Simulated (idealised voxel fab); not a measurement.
Proc. module: voxel air gaps
cross-section cut | 210 nm wide | cells 5 nm
This document writes a cross-section as a grid whose cells are square, and gives it as bands, listed from the top down; one or more rows of cells form a band.
Top, bottom (nm), then materials left to right with widths (nm); lone material tagged "full width" fills the whole band edge to edge; "blank" = empty space.
Ref level 0: as-received wafer is one material below here. Bottom band extends down with no lower bound ("0..down").
Top row gets the first number, bottom row gets the second, and each row in between changes by the same step: that is how a band width like "30->40" works.
"no alteration" -> step changed no cross-section cell.
The list in "Unvented internal voids" covers empty spaces of 8 cells or more that cannot reach the top through any open way, and it gives each as width x height at distance; the distance is from the left edge, and width, height and distance are in nm.
Note: text after step settings on the step line = simulator remark on that step.
A step's line can hold "overlay nm"; with a mask on that step, the setting says how far right of the planned place the mask lay, while a negative setting says it lay to the left.

LISTED BELOW ARE THE PROCESS STEPS AS PLANNED
| 1 | RECEIVE (material Si) |
| 2 | CONFORMAL_DEP (material SiO2; thk nm 10) |
| 3 | CONFORMAL_DEP (material SiCN; thk nm 5) |
| 4 | DIRECTIONAL_DEP (material lowk; thk nm 35) |
| 5 | DIRECTIONAL_DEP (material aC; thk nm 15) |
| 6 | PATTERN (tone open; mask id LINES; material resist; width nm 15; pitch nm 45; thk nm 35; overlay nm 0) |
| 7 | DIRECTIONAL_ETCH (etch materials aC; depth nm 15) |
| 8 | STRIP (etch materials resist) |
| 9 | DIRECTIONAL_ETCH (etch materials lowk; depth nm 35) |
| 10 | STRIP (etch materials aC) |
| 11 | CONFORMAL_DEP (material TiN; thk nm 5) |
| 12 | FILL_DEP (material W; thk nm 10) |
| 13 | CMP (height nm 50) |
| 14 | EPI (material Ru; thk nm 10) |
| 15 | SELECTIVE_ETCH (etch materials lowk; depth nm 45) |
| 16 | CONFORMAL_DEP (material SiCN; thk nm 5) |

WAFER CROSS-SECTION ON RECEIPT, I.E. AFTER STEP 1
    0..down | Si full width
    Unvented internal voids: none

CROSS-SECTIONAL IMAGE OF THE FIRST OF TWO WAFERS AT THE END OF THE MODULE, THE RUN HAVING PROCEEDED AS PLANNED
    65..60 | 35 nm blank; 135 nm SiCN; 40 nm blank
    60..50 | 35 nm blank; 5 nm SiCN; 35 nm Ru; 10 nm SiCN; 35 nm Ru; 10 nm SiCN; 35 nm Ru; 5 nm SiCN; 40 nm blank
    50..45 | 35 nm blank; 15 nm SiCN; 5 nm TiN; 5 nm W; 5 nm TiN; 30 nm SiCN; 5 nm TiN; 5 nm W; 5 nm TiN; 30 nm SiCN; 5 nm TiN; 5 nm W; 5 nm TiN; 15 nm SiCN; 40 nm blank
    45..20 | 45 nm blank; 5 nm SiCN; 5 nm TiN; 5 nm W; 5 nm TiN; 5 nm SiCN; 20 nm blank; 5 nm SiCN; 5 nm TiN; 5 nm W; 5 nm TiN; 5 nm SiCN; 20 nm blank; 5 nm SiCN; 5 nm TiN; 5 nm W; 5 nm TiN; 5 nm SiCN; 50 nm blank
    20..15 | 50 nm SiCN; 15 nm TiN; 30 nm SiCN; 15 nm TiN; 30 nm SiCN; 15 nm TiN; 55 nm SiCN
    15..10 | SiCN full width
    10..0 | SiO2 full width
    0..down | Si full width
    Unvented internal voids: 20 x 25 at 70; 20 x 25 at 115

WAFER TWO (OF TWO), END-OF-MODULE CROSS-SECTION: START = WAFER ONE, PLAN = WAFER ONE, ONE RUN MISTAKE
    65..60 | 35 nm blank; 135 nm SiCN; 40 nm blank
    60..50 | 35 nm blank; 5 nm SiCN; 35 nm Ru; 10 nm SiCN; 35 nm Ru; 10 nm SiCN; 35 nm Ru; 5 nm SiCN; 40 nm blank
    50..45 | 35 nm blank; 15 nm SiCN; 5 nm TiN; 5 nm W; 5 nm TiN; 30 nm SiCN; 5 nm TiN; 5 nm W; 5 nm TiN; 30 nm SiCN; 5 nm TiN; 5 nm W; 5 nm TiN; 15 nm SiCN; 40 nm blank
    45..30 | 45 nm blank; 5 nm SiCN; 5 nm TiN; 5 nm W; 5 nm TiN; 5 nm SiCN; 20 nm blank; 5 nm SiCN; 5 nm TiN; 5 nm W; 5 nm TiN; 5 nm SiCN; 20 nm blank; 5 nm SiCN; 5 nm TiN; 5 nm W; 5 nm TiN; 5 nm SiCN; 50 nm blank
    30..25 | 50 nm SiCN; 15 nm TiN; 30 nm SiCN; 15 nm TiN; 30 nm SiCN; 15 nm TiN; 55 nm SiCN
    25..10 | SiCN full width
    10..0 | SiO2 full width
    0..down | Si full width
    Unvented internal voids: 20 x 15 at 70; 20 x 15 at 115
Heads up, the wafer didn't run the way we planned it: step 3 did not happen as planned, as run it was CONFORMAL_DEP (material SiCN; thk nm 15)
Final comparison by cell count, materials where the second wafer has more or fewer than the first: SiCN: 72 more | TiN: 12 fewer | W: 6 fewer
